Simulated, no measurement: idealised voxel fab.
A process module follows: voxel tone inversion.
Displayed cross-section: cut, width of 175 nm, square cells sized 5 nm.
How to read a cross-section here: the picture is a grid of square cells, written as bands going from the top down, and any band can span one or more rows of cells.
Each band's line starts with the height of the band's top and of its bottom, in nm. Then come its materials from left to right, each with its width in nm. One material with "everywhere" fills the band from edge to edge. "blank" is empty space.
Below 0: as-received wafer, all one material; heights counted from there. Lowest band: no bottom, goes on down, written "z 0 and below".
A width such as "30..40" changes by the same amount from each row of cells to the next, from the band's top row to its bottom row.
What does "no modification" mean for a step? It means no cell of the cross-section changed in that step.
The entry titled "Enclosed void catalog" provides the empty spaces that have no open way to the top, restricted to those of 8 cells or more. Each is presented as width x height at distance, the distance being measured from the left edge, with all three in nm.
Read whatever lies past the settings on a step's line as the simulator's own remark about the step.
The "overlay nm" setting may appear on a step's line; for a step that uses a mask, it gives how far to the right of its planned position the mask lay, and a negative value indicates the left.

Steps in the process plan:
- 1: op RECEIVE | material Si
- 2: op CONFORMAL_DEP | material SiCN | thk nm 5
- 3: op DIRECTIONAL_DEP | material aC | thk nm 25
- 4: op PATTERN | tone cover | mask id POSTS | material resist | width nm 20 | pitch nm 40 | thk nm 30 | overlay nm 0
- 5: op DIRECTIONAL_ETCH | etch materials aC | depth nm 25
- 6: op STRIP | etch materials resist
- 7: op FILL_DEP | material lowk | thk nm 5
- 8: op CMP | height nm 30
- 9: op STRIP | etch materials aC

Cross-section of the wafer at receipt, which is the condition after step 1:
    z 0 and below: Si everywhere
    Enclosed void catalog: none

Cross-section: first of two wafers, module finished, run according to plan:
    z 30 to 5: lowk 55; blank 20; lowk 20; blank 20; lowk 60
    z 5 to 0: SiCN everywhere
    z 0 and below: Si everywhere
    Enclosed void catalog: none

Here's the second of our two wafers sectioned at module end. Same start as the first, same plan, but one mistake got made running it:
    z 30 to 0: SiCN everywhere
    z 0 and below: Si everywhere
    Enclosed void catalog: none
Run error: step 3 off recipe, ran as op DIRECTIONAL_DEP | material SiCN | thk nm 25
Materials where the second wafer ends with more or fewer cells than the first: 175 more of SiCN, 135 fewer of lowk
